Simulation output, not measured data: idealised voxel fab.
Name of the process module below: voxel plated lines
The cross-section on display is named cut; it measures 230 nm wide, and its cells are 5 nm squares.
Cross-section format: a grid of square cells, given as bands from top to bottom; each band is one or more rows of cells. For a band, the entry starts with two heights in nm, that of the top and then that of the bottom, and carries on with the band's materials in order from left to right, each alongside its width in nm; the word "all across" beside a single material means it fills the band edge to edge, and "blank" means empty space. Ref level 0: as-received wafer is one material below here. Bottom band extends down with no lower bound ("0 nm and below"). You'd read "30 to 40" like this: the band's top row of cells is as wide as the first number, its bottom row is as wide as the second, and going down, every row changes width by the same amount as the row before did. You'll sometimes find "no modification" written for a step, and that's the way of saying that nowhere in the cross-section did a cell change during that step. Any empty space of 8 cells or more lacking an open way to the top shows up in "Enclosed cavity list" as width x height at distance, distance from the left edge, in nm. That trailing text on a step's line, after the settings, is the simulator's own remark on the step. For masked steps, "overlay nm" on the step line gives how far right of plan the mask actually lay; a minus sign means it lay to the left.
Process steps - plan:
- 1: RECEIVE [material Si]
- 2: CONFORMAL_DEP [material SiN] [thk nm 5]
- 3: DIRECTIONAL_DEP [material TiN] [thk nm 5]
- 4: PATTERN [tone open] [mask id LINES] [material resist] [width nm 20] [pitch nm 50] [thk nm 25] [overlay nm 0]
- 5: EPI [material Ru] [thk nm 10]
- 6: EPI [material Ru] [thk nm 5]
- 7: STRIP [etch materials resist]
- 8: DIRECTIONAL_ETCH [etch materials TiN] [depth nm 5]
- 9: CONFORMAL_DEP [material SiCN] [thk nm 10]
As received, after step 1:
- 0 nm and below = Si all across
- Enclosed cavity list: none
Cross-sectional result after module completion. Note: starting condition and plan are unchanged from above; one processing mistake was made:
- 35 nm to 25 nm = SiCN all across
- 25 nm to 10 nm = Ru (80) | SiCN (20) | Ru (30) | SiCN (20) | Ru (80)
- 10 nm to 5 nm = TiN (80) | SiCN (20) | TiN (30) | SiCN (20) | TiN (80)
- 5 nm to 0 nm = SiN all across
- 0 nm and below = Si all across
- Enclosed cavity list: none
what went wrong: step 4 did not use the planned setting and instead ran as PATTERN [tone cover] [mask id LINES] [material resist] [width nm 20] [pitch nm 50] [thk nm 25] [overlay nm 0]
